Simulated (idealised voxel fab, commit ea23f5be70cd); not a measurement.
Name of the process module below: voxel tone inversion
Cross-sectional view cut (width: 300 nm; square cell size: 5 nm).
A cross-section in this document is a grid of square cells, and it is written down as bands, the top band listed before the ones below it; a band is made up of one or more rows of cells. Each band's line starts with the height of the band's top and of its bottom, in nm. Then come its materials from left to right, each with its width in nm. One material with "edge to edge" fills the band from edge to edge. "air" is empty space. Basically, 0 is our baseline, since under it the wafer straight out of the box is all one material. The bottom band has no lower end and keeps on going down, so it looks like "0..down". When a width is written as two numbers, as in "30..40", the first number is the width in the top row of cells of the band and the second is the width in its bottom row, and the width changes by the same amount from each row to the next. Take "no modifications" at face value: in the step it is given for, the cross-section changed in none of its cells. Each empty space that has no open way to the top and spans at least 8 cells appears under "Closed void catalog" as width x height at distance, the distance counted from the left edge, all in nm. Note: text after step settings on the step line = simulator remark on that step. The "overlay nm" setting may appear on a step's line; for a step that uses a mask, it gives how far to the right of its planned position the mask lay, and a negative value indicates the left.
BELOW IS THE LIST OF PLANNED PROCESS STEPS
1) RECEIVE with material Si
2) CONFORMAL_DEP with material SiN, thk nm 5
3) DIRECTIONAL_DEP with material aC, thk nm 10
4) PATTERN with tone cover, mask id POSTS, material resist, width nm 25, pitch nm 45, thk nm 25, overlay nm 0
5) DIRECTIONAL_ETCH with etch materials aC, depth nm 20
6) STRIP with etch materials resist
7) FILL_DEP with material SiO2, thk nm 10
8) CMP with height nm 25
9) STRIP with etch materials aC
Variable across wafers: step 3 thk nm (plan value is that of the first wafer; starting state common to all).
THE FIRST OF SEVERAL WAFERS AS RECEIVED, SHOWN IN CROSS-SECTION; THIS IS ITS STATE AFTER STEP 1
- 0..down | Si edge to edge
- Closed void catalog: none
MODULE END STATE AFTER FINAL STEP 9: CROSS-SECTION OF THE FIRST OF SEVERAL WAFERS
- 25..15 | SiO2 edge to edge
- 15..5 | SiO2 (70), then aC (25), then SiO2 (20), then aC (25), then SiO2 (20), then aC (25), then SiO2 (20), then aC (25), then SiO2 (70)
- 5..0 | SiN edge to edge
- 0..down | Si edge to edge
- Closed void catalog: none
LAST WAFER OF THE SET, CROSS-SECTIONED AT END OF MODULE
- 25..5 | SiO2 (70), then air (25), then SiO2 (20), then air (25), then SiO2 (20), then air (25), then SiO2 (20), then air (25), then SiO2 (70)
- 5..0 | SiN edge to edge
- 0..down | Si edge to edge
- Closed void catalog: none
FOR YOUR REFERENCE, THE TABLE IS ORGANIZED WITH A ROW PER WAFER; EACH ROW REFLECTS THE WAFER AT THE END OF THE MODULE, INDICATING FOR EACH MATERIAL THE CELLS GAINED (+) OR LOST (-) SINCE RECEIPT, AND THEREAFTER ITS CLOSED VOIDS
thk nm 10 | +60 SiN | +200 SiO2 | +40 aC | Closed void catalog: none
thk nm 15 | +60 SiN | +180 SiO2 | +60 aC | Closed void catalog: none
thk nm 20 | +60 SiN | +160 SiO2 | Closed void catalog: none
